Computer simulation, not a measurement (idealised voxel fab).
Process module heading - voxel transistor to metal
Displayed cross-section: cut, width of 205 nm, square cells sized 5 nm.
When this document writes out a cross-section, it uses a grid of square cells and lists it as bands, beginning at the top and moving down, with a band standing for one or more rows of cells.
Band entry format. Leading values: height of top, height of bottom, nm. Remainder: materials in left-to-right order, each with its width in nm. Special words: "everywhere" on a single material, which then fills the band edge to edge; "blank", empty space.
Heights are expressed relative to 0, this being the level below which the as-received wafer comprises one material exclusively. The lowest band is unbounded in the downward direction and is denoted as in "from 0 down".
Note: "30->40" means the width goes from the first number (top row of the band) to the second number (bottom row) in equal steps per row of cells.
A step reported as "changes: none" is a step in which no cell of the cross-section changed.
Enclosed voids (no open way to top), threshold 8 cells or more, entry "Unvented voids", notation width x height at distance, distance from left edge, nm.
Heads up: the bit after the settings on a step's line is the simulator's remark on that step.
overlay nm: where the mask lay relative to plan, measured to the right, on steps with a mask; negatives go left.

Below is the list of planned process steps
1) RECEIVE: material Si
2) CONFORMAL_DEP: material SiO2, thk nm 5
3) CONFORMAL_DEP: material SiN, thk nm 15
4) PATTERN: tone cover, mask id ACTIVE, material resist, width nm 105, thk nm 20, overlay nm 0
5) DIRECTIONAL_ETCH: etch materials SiN, depth nm 15
6) DIRECTIONAL_ETCH: etch materials SiO2, depth nm 5
7) DIRECTIONAL_ETCH: etch materials Si, depth nm 30
8) STRIP: etch materials resist
9) OXIDIZE: depth nm 5
10) FILL_DEP: material SiO2, thk nm 15
11) CMP: height nm 20
12) SELECTIVE_ETCH: etch materials SiO2, depth nm 15
13) STRIP: etch materials SiN
14) SELECTIVE_ETCH: etch materials SiO2, depth nm 5
15) OXIDIZE: depth nm 5
16) DIRECTIONAL_DEP: material polySi, thk nm 25
17) DIRECTIONAL_DEP: material SiCN, thk nm 10
18) PATTERN: tone cover, mask id GATE, material resist, width nm 25, thk nm 15, overlay nm 0
19) DIRECTIONAL_ETCH: etch materials SiCN, depth nm 20
20) DIRECTIONAL_ETCH: etch materials polySi, depth nm 35
21) STRIP: etch materials resist
22) CONFORMAL_DEP: material SiN, thk nm 10
23) DIRECTIONAL_ETCH: etch materials SiN, depth nm 10
24) DIRECTIONAL_ETCH: etch materials SiO2, depth nm 5
25) EPI: material nSi, thk nm 5
26) FILL_DEP: material SiO2, thk nm 10
27) CMP: height nm 25
28) STRIP: etch materials polySi
29) SELECTIVE_ETCH: etch materials SiO2, depth nm 5
30) CONFORMAL_DEP: material HfO2, thk nm 5
31) CONFORMAL_DEP: material TiN, thk nm 5
32) FILL_DEP: material W, thk nm 10
33) CMP: height nm 20
34) DIRECTIONAL_DEP: material SiO2, thk nm 15
35) MASKED_ETCH: tone open, mask id CONTACT, width nm 15, pitch nm 80, etch materials SiO2, depth nm 35, overlay nm 0
36) CONFORMAL_DEP: material TiN, thk nm 5
37) FILL_DEP: material W, thk nm 5
38) CMP: height nm 35
39) DIRECTIONAL_DEP: material TiN, thk nm 5
40) DIRECTIONAL_DEP: material W, thk nm 15
41) DIRECTIONAL_DEP: material aC, thk nm 10
42) PATTERN: tone cover, mask id METAL_1, material resist, width nm 15, pitch nm 80, thk nm 25, overlay nm 0
43) DIRECTIONAL_ETCH: etch materials aC, depth nm 10
44) STRIP: etch materials resist
45) DIRECTIONAL_ETCH: etch materials W, depth nm 15
46) DIRECTIONAL_ETCH: etch materials TiN, depth nm 5
47) STRIP: etch materials aC
48) CONFORMAL_DEP: material SiCN, thk nm 5
49) FILL_DEP: material SiO2, thk nm 10
50) CMP: height nm 55
51) CONFORMAL_DEP: material SiCN, thk nm 5
52) DIRECTIONAL_DEP: material SiO2, thk nm 30
53) MASKED_ETCH: tone open, mask id METAL_2, width nm 15, pitch nm 80, etch materials SiO2, depth nm 20, overlay nm 0
54) DIRECTIONAL_DEP: material aC, thk nm 15
55) PATTERN: tone open, mask id METAL_2_HOLES, material resist, width nm 15, pitch nm 80, thk nm 35, overlay nm 0
56) DIRECTIONAL_ETCH: etch materials aC, depth nm 15
57) STRIP: etch materials resist
58) DIRECTIONAL_ETCH: etch materials SiO2, depth nm 10
59) DIRECTIONAL_ETCH: etch materials SiCN, depth nm 5
60) STRIP: etch materials aC
61) CONFORMAL_DEP: material TiN, thk nm 5
62) FILL_DEP: material Cu, thk nm 5
63) CMP: height nm 90
64) CONFORMAL_DEP: material SiCN, thk nm 5

As-received state of the wafer in cross-section, equivalent to post-step 1
from 0 down = Si everywhere
Unvented voids: none

Result of the module, cross-sectioned: start per above, plan per above, one error in how it was run
from 95 to 90 = SiCN everywhere
from 90 to 75 = SiO2: 55, TiN: 5, Cu: 5, TiN: 5, SiO2: 65, TiN: 5, Cu: 5, TiN: 5, SiO2: 55
from 75 to 70 = SiCN: 55, TiN: 15, SiCN: 65, TiN: 15, SiCN: 55
from 70 to 60 = SiO2 everywhere
from 60 to 55 = SiO2: 50, SiCN: 25, SiO2: 55, SiCN: 25, SiO2: 50
from 55 to 40 = SiO2: 50, SiCN: 5, W: 15, SiCN: 5, SiO2: 55, SiCN: 5, W: 15, SiCN: 5, SiO2: 50
from 40 to 35 = SiCN: 55, TiN: 15, SiCN: 65, TiN: 15, SiCN: 55
from 35 to 20 = SiO2: 55, TiN: 5, W: 5, TiN: 5, SiO2: 65, TiN: 5, W: 5, TiN: 5, SiO2: 55
from 20 to 5 = SiO2: 55, TiN: 5, W: 5, TiN: 5, SiO2: 10, SiN: 10, HfO2: 5, TiN: 5, W: 5, TiN: 5, HfO2: 5, SiN: 10, SiO2: 10, TiN: 5, W: 5, TiN: 5, SiO2: 55
from 5 to 0 = SiO2: 55, TiN: 15, SiO2: 10, SiN: 10, HfO2: 5, TiN: 15, HfO2: 5, SiN: 10, SiO2: 10, TiN: 15, SiO2: 55
from 0 to -5 = SiO2: 50, nSi: 30, SiO2: 5, HfO2: 35, SiO2: 5, nSi: 30, SiO2: 50
from -5 to -35 = SiO2: 55, Si: 95, SiO2: 55
from -35 down = Si everywhere
Unvented voids: none
Short version of what went wrong: step 50 of the plan was bypassed and not carried out
